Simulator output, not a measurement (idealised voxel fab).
Process module heading - voxel fin reveal
In the cross-section labelled cut, the width is 245 nm and each square cell is 5 nm.
We lay out every cross-section as a grid of square cells and spell it out in bands from the top down, where one band means one or more rows of cells. Heights first: top, then bottom, in nm. Then materials, left to right, each with a width in nm. "throughout" on a single material: fills the band edge to edge. "empty": empty space. For the purposes of this specification, 0 denotes the height below which the wafer in its as-received condition is composed wholly of one material, and the lowermost band, lacking a lower limit, extends downward without end, as expressed in "from 0 down". Think of "30..40" as a width that walks from the first number to the second as you go down the band, top row to bottom row, taking equal-sized steps from row to row. Where the words "identical to before" appear for a step, the cross-section shows no cell changed by that step; every cell remained as before. Heads up: "Enclosed internal voids" only lists the empty pockets with no open path to the top that are 8 cells or more, and it writes them as width x height at distance, distance from the left edge, in nm. Anything after a step's settings on that line? It's the simulator's own note about the step. For masked steps, "overlay nm" on the step line gives how far right of plan the mask actually lay; a minus sign means it lay to the left.
**The planned process steps are enumerated hereunder**
1. RECEIVE with material Si
2. CONFORMAL_DEP with material SiN, thk nm 10
3. PATTERN with tone cover, mask id FINS, material resist, width nm 15, pitch nm 40, thk nm 15, overlay nm 0
4. DIRECTIONAL_ETCH with etch materials SiN, depth nm 10
5. DIRECTIONAL_ETCH with etch materials Si, depth nm 40
6. STRIP with etch materials resist
7. OXIDIZE with depth nm 5
8. FILL_DEP with material SiO2, thk nm 10
9. CMP with height nm 10
10. SELECTIVE_ETCH with etch materials SiO2, depth nm 35
11. STRIP with etch materials SiN
12. CONFORMAL_DEP with material HfO2, thk nm 5
**The first wafer of two, processed as planned**
**Cross-section, incoming material, after step 1**
- from 0 down = Si throughout
- Enclosed internal voids: none
**Wafer after step 2 (cross-section)**
- from 10 to 0 = SiN throughout
- Rest of section, below 0: as before.
**Wafer after step 3 (cross-section)**
- from 25 to 10 = 75 empty, then 15 resist, then 25 empty, then 15 resist, then 25 empty, then 15 resist, then 75 empty
- Rest of section, below 10: as before.
**Wafer after step 4 (cross-section)**
- from 25 to 10 = 75 empty, then 15 resist, then 25 empty, then 15 resist, then 25 empty, then 15 resist, then 75 empty
- from 10 to 0 = 75 empty, then 15 SiN, then 25 empty, then 15 SiN, then 25 empty, then 15 SiN, then 75 empty
- Rest of section, below 0: as before.
**Wafer after step 5 (cross-section)**
- from 25 to 10 = 75 empty, then 15 resist, then 25 empty, then 15 resist, then 25 empty, then 15 resist, then 75 empty
- from 10 to 0 = 75 empty, then 15 SiN, then 25 empty, then 15 SiN, then 25 empty, then 15 SiN, then 75 empty
- from 0 to -40 = 75 empty, then 15 Si, then 25 empty, then 15 Si, then 25 empty, then 15 Si, then 75 empty
- Rest of section, below -40: as before.
**Wafer after step 6 (cross-section)**
- from 10 to 0 = 75 empty, then 15 SiN, then 25 empty, then 15 SiN, then 25 empty, then 15 SiN, then 75 empty
- Rest of section, below 0: as before.
**Wafer after step 7 (cross-section)**
- from 10 to 0 = 75 empty, then 15 SiN, then 25 empty, then 15 SiN, then 25 empty, then 15 SiN, then 75 empty
- from 0 to -40 = 75 empty, then 5 SiO2, then 5 Si, then 5 SiO2, then 25 empty, then 5 SiO2, then 5 Si, then 5 SiO2, then 25 empty, then 5 SiO2, then 5 Si, then 5 SiO2, then 75 empty
- from -40 to -45 = 80 SiO2, then 5 Si, then 35 SiO2, then 5 Si, then 35 SiO2, then 5 Si, then 80 SiO2
- Rest of section, below -45: as before.
**Wafer after step 8 (cross-section)**
- from 20 to 10 = SiO2 throughout
- from 10 to 0 = 75 SiO2, then 15 SiN, then 25 SiO2, then 15 SiN, then 25 SiO2, then 15 SiN, then 75 SiO2
- from 0 to -45 = 80 SiO2, then 5 Si, then 35 SiO2, then 5 Si, then 35 SiO2, then 5 Si, then 80 SiO2
- Rest of section, below -45: as before.
**Wafer after step 9 (cross-section)**
- from 10 to 0 = 75 SiO2, then 15 SiN, then 25 SiO2, then 15 SiN, then 25 SiO2, then 15 SiN, then 75 SiO2
- Rest of section, below 0: as before.
**Wafer after step 10 (cross-section)**
- from 10 to 0 = 75 empty, then 15 SiN, then 25 empty, then 15 SiN, then 25 empty, then 15 SiN, then 75 empty
- from 0 to -25 = 80 empty, then 5 Si, then 35 empty, then 5 Si, then 35 empty, then 5 Si, then 80 empty
- Rest of section, below -25: as before.
**Wafer after step 11 (cross-section)**
- from 0 to -25 = 80 empty, then 5 Si, then 35 empty, then 5 Si, then 35 empty, then 5 Si, then 80 empty
- Rest of section, below -25: as before.
**Wafer after step 12 (cross-section)**
- from 5 to 0 = 75 empty, then 15 HfO2, then 25 empty, then 15 HfO2, then 25 empty, then 15 HfO2, then 75 empty
- from 0 to -20 = 75 empty, then 5 HfO2, then 5 Si, then 5 HfO2, then 25 empty, then 5 HfO2, then 5 Si, then 5 HfO2, then 25 empty, then 5 HfO2, then 5 Si, then 5 HfO2, then 75 empty
- from -20 to -25 = 80 HfO2, then 5 Si, then 35 HfO2, then 5 Si, then 35 HfO2, then 5 Si, then 80 HfO2
- Rest of section, below -25: as before.
**Companion wafer, the second of two: same beginning, same intended sequence, one mistake in carrying it out; through step 11 inclusive it tracks the first exactly**
Second wafer, sectioned view, at step 12's planned end time: identical to before
Which mistake was made when the wafer was run? the run left out plan step 12 entirely, so it was never executed
The final cell counts differ between the wafers, with the second having more or fewer of some materials than the first: HfO2: 79 fewer
